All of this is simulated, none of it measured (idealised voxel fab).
process module | voxel ribs on slabs
cross-section cut | 175 nm wide | cells 5 nm
A cross-section is a grid of square cells, given in bands from the top down. A band is one or more rows of cells.
Each band's line starts with the height of the band's top and of its bottom, in nm. Then come its materials from left to right, each with its width in nm. One material with "throughout" fills the band from edge to edge. "air" is empty space.
Height 0 is the level under which the wafer as received is all one material. The lowest band goes on downwards, as in "0 down".
A width such as "30 to 40" changes by the same amount from each row of cells to the next, from the band's top row to its bottom row.
"no change" after a step means that no cell of the cross-section changed.
closed voids: empty space of 8 cells or more with no open way to the top, each as width x height at its distance from the left edge, in nm
after a step's settings: what the simulator itself notes on the step
overlay nm, on a step with a mask: how far to the right of its planned place the mask lay; to the left if negative
plan
1 op RECEIVE | material Si
2 op DIRECTIONAL_DEP | material SiO2 | thk nm 25
3 op DIRECTIONAL_DEP | material SiN | thk nm 25
4 op DIRECTIONAL_DEP | material aC | thk nm 10
5 op PATTERN | tone cover | mask id RIB | material resist | width nm 25 | thk nm 25 | overlay nm 0
6 op DIRECTIONAL_ETCH | etch materials aC | depth nm 10
7 op STRIP | etch materials resist
8 op DIRECTIONAL_ETCH | etch materials SiN | depth nm 20
9 op STRIP | etch materials aC
10 op PATTERN | tone cover | mask id SLAB | material resist | width nm 65 | thk nm 20 | overlay nm 0
11 op DIRECTIONAL_ETCH | etch materials SiN | depth nm 5
12 op STRIP | etch materials resist
13 op FILL_DEP | material SiO2 | thk nm 25
14 op CMP | height nm 65
15 op DIRECTIONAL_DEP | material TiN | thk nm 5
16 op PATTERN | tone cover | mask id HEATER | material resist | width nm 35 | thk nm 15 | overlay nm 0
17 op DIRECTIONAL_ETCH | etch materials TiN | depth nm 5
18 op STRIP | etch materials resist
19 op CONFORMAL_DEP | material SiN | thk nm 5
as received, after step 1
  0 down: Si throughout
  closed voids: none
first wafer at the end, as planned
  75 to 70: air 65 | SiN 45 | air 65
  70 to 65: SiN 70 | TiN 35 | SiN 70
  65 to 50: SiO2 throughout
  50 to 30: SiO2 75 | SiN 25 | SiO2 75
  30 to 25: SiO2 55 | SiN 65 | SiO2 55
  25 to 0: SiO2 throughout
  0 down: Si throughout
  closed voids: none
second wafer at the end: like start, like plan, one mistake
  75 to 70: air 65 | SiN 45 | air 65
  70 to 65: SiN 70 | TiN 35 | SiN 70
  65 to 50: SiO2 throughout
  50 to 45: SiO2 55 | SiN 20 | SiO2 25 | SiN 20 | SiO2 55
  45 to 30: SiN 75 | SiO2 25 | SiN 75
  30 to 25: SiN throughout
  25 to 0: SiO2 throughout
  0 down: Si throughout
  closed voids: none
what went wrong: step 5 ran as: op PATTERN | tone open | mask id RIB | material resist | width nm 25 | thk nm 25 | overlay nm 0
at the end the second wafer has, in cells: 100 more of SiN | 100 fewer of SiO2
